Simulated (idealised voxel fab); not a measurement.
The process module that follows is named voxel wiring stack.
The cross-section on display is named cut; it measures 285 nm wide, and its cells are 5 nm squares.
Cross-section, as written here: a square-cell grid given band by band from the top down, where a band holds one or more rows of cells.
Read a band's entry like this: the first values are the height of its top and the height of its bottom in nm, and what follows is the sequence of materials from left to right, each with its width in nm. Note that "air" is empty space, and that a single material marked "everywhere" reaches across the band from edge to edge.
A quick word on heights: they are counted from 0, and under that level the wafer as it came to us is one material throughout. The lowest band is different from the rest in having no bottom; it simply continues downward, written as in "top 0, no bottom".
Per-row width for "30..40": begins at first number (top row of band), ends at second number (bottom row), increment between rows held constant.
"no alterations made" (step): cross-section cells unchanged, all of them.
Closed-off voids of 8+ cells (no open route to the top) go in "Closed void table", written width x height at distance from the left edge, in nm.
Heads up: the bit after the settings on a step's line is the simulator's remark on that step.
overlay nm: on a step with a mask, how far right of its planned place the mask lay; negative means left.
List of planned process steps:
1) RECEIVE | material Si
2) CONFORMAL_DEP | material SiO2 | thk nm 15
3) CONFORMAL_DEP | material SiCN | thk nm 5
4) DIRECTIONAL_DEP | material SiO2 | thk nm 25
5) MASKED_ETCH | tone open | mask id METAL_1 | width nm 25 | pitch nm 40 | etch materials SiO2 | depth nm 25 | overlay nm 0
6) MASKED_ETCH | tone open | mask id METAL_1 | width nm 25 | pitch nm 40 | etch materials SiCN | depth nm 5 | overlay nm 0
7) CONFORMAL_DEP | material TiN | thk nm 5
8) FILL_DEP | material Ru | thk nm 10
9) CMP | height nm 45
10) EPI | material Ru | thk nm 5
11) FILL_DEP | material SiCN | thk nm 5
12) DIRECTIONAL_DEP | material lowk | thk nm 35
13) MASKED_ETCH | tone open | mask id METAL_2 | width nm 25 | pitch nm 40 | etch materials lowk | depth nm 20 | overlay nm 0
14) MASKED_ETCH | tone open | mask id METAL_2_HOLES | width nm 15 | pitch nm 80 | etch materials lowk | depth nm 15 | overlay nm 0
15) MASKED_ETCH | tone open | mask id METAL_2_HOLES | width nm 15 | pitch nm 80 | etch materials SiCN | depth nm 5 | overlay nm -15
16) CONFORMAL_DEP | material TiN | thk nm 5
17) FILL_DEP | material Cu | thk nm 5
18) CMP | height nm 90
19) CONFORMAL_DEP | material SiCN | thk nm 5
20) DIRECTIONAL_DEP | material SiO2 | thk nm 10
21) DIRECTIONAL_DEP | material aC | thk nm 15
22) PATTERN | tone open | mask id PLUG_2 | material resist | width nm 15 | pitch nm 40 | thk nm 35 | overlay nm 0
23) DIRECTIONAL_ETCH | etch materials aC | depth nm 15
24) STRIP | etch materials resist
25) DIRECTIONAL_ETCH | etch materials SiO2 | depth nm 10
26) DIRECTIONAL_ETCH | etch materials SiCN | depth nm 5
27) STRIP | etch materials aC
28) EPI | material Ru | thk nm 10
29) EPI | material Ru | thk nm 5
30) CONFORMAL_DEP | material SiN | thk nm 5
31) DIRECTIONAL_DEP | material lowk | thk nm 20
32) DIRECTIONAL_DEP | material aC | thk nm 10
33) PATTERN | tone open | mask id METAL_3 | material resist | width nm 25 | pitch nm 40 | thk nm 30 | overlay nm 0
34) DIRECTIONAL_ETCH | etch materials aC | depth nm 10
35) STRIP | etch materials resist
36) DIRECTIONAL_ETCH | etch materials lowk | depth nm 20
37) DIRECTIONAL_ETCH | etch materials SiN | depth nm 5
38) STRIP | etch materials aC
39) CONFORMAL_DEP | material TiN | thk nm 5
40) FILL_DEP | material W | thk nm 10
41) CMP | height nm 130
42) CONFORMAL_DEP | material SiCN | thk nm 5
43) DIRECTIONAL_DEP | material lowk | thk nm 15
44) DIRECTIONAL_DEP | material aC | thk nm 15
45) PATTERN | tone open | mask id PLUG_3 | material resist | width nm 15 | pitch nm 80 | thk nm 35 | overlay nm 0
46) DIRECTIONAL_ETCH | etch materials aC | depth nm 15
47) STRIP | etch materials resist
48) DIRECTIONAL_ETCH | etch materials lowk | depth nm 15
49) DIRECTIONAL_ETCH | etch materials SiCN | depth nm 5
50) STRIP | etch materials aC
51) EPI | material Ru | thk nm 10
52) EPI | material Ru | thk nm 10
53) DIRECTIONAL_DEP | material TiN | thk nm 5
54) DIRECTIONAL_DEP | material Ru | thk nm 15
55) MASKED_ETCH | tone cover | mask id METAL_4 | width nm 25 | pitch nm 40 | etch materials Ru | depth nm 15 | overlay nm 0
56) MASKED_ETCH | tone cover | mask id METAL_4 | width nm 25 | pitch nm 40 | etch materials TiN | depth nm 5 | overlay nm 0
57) CONFORMAL_DEP | material SiCN | thk nm 5
58) FILL_DEP | material lowk | thk nm 10
59) CMP | height nm 170
60) CONFORMAL_DEP | material SiCN | thk nm 5
Don't read the plan's overlay nm for step 15 as applying to every wafer: that's the first wafer's value, and the wafers differ in it, though they all start identical.
Here's the first of the wafers in cross-section, just as we got it, i.e. after step 1:
- top 0, no bottom: Si everywhere
- Closed void table: none
Per-wafer rows below. For each material: cells gained (+) or lost (-) since the wafer was received, as of end of module. Then: closed voids:
overlay nm -15 | +42 Cu | +208 Ru | +337 SiCN | +37 SiN | +446 SiO2 | +188 TiN | +48 W | +689 lowk | Closed void table: none
overlay nm -10 | +42 Cu | +208 Ru | +335 SiCN | +37 SiN | +446 SiO2 | +190 TiN | +48 W | +689 lowk | Closed void table: none
overlay nm -5 | +42 Cu | +208 Ru | +333 SiCN | +37 SiN | +446 SiO2 | +192 TiN | +48 W | +689 lowk | Closed void table: none
overlay nm 0 | +44 Cu | +208 Ru | +331 SiCN | +37 SiN | +446 SiO2 | +192 TiN | +48 W | +689 lowk | Closed void table: none
overlay nm 5 | +42 Cu | +208 Ru | +333 SiCN | +37 SiN | +446 SiO2 | +192 TiN | +48 W | +689 lowk | Closed void table: none
overlay nm 10 | +42 Cu | +208 Ru | +335 SiCN | +37 SiN | +446 SiO2 | +190 TiN | +48 W | +689 lowk | Closed void table: none
overlay nm 15 | +42 Cu | +208 Ru | +337 SiCN | +37 SiN | +446 SiO2 | +188 TiN | +48 W | +689 lowk | Closed void table: none
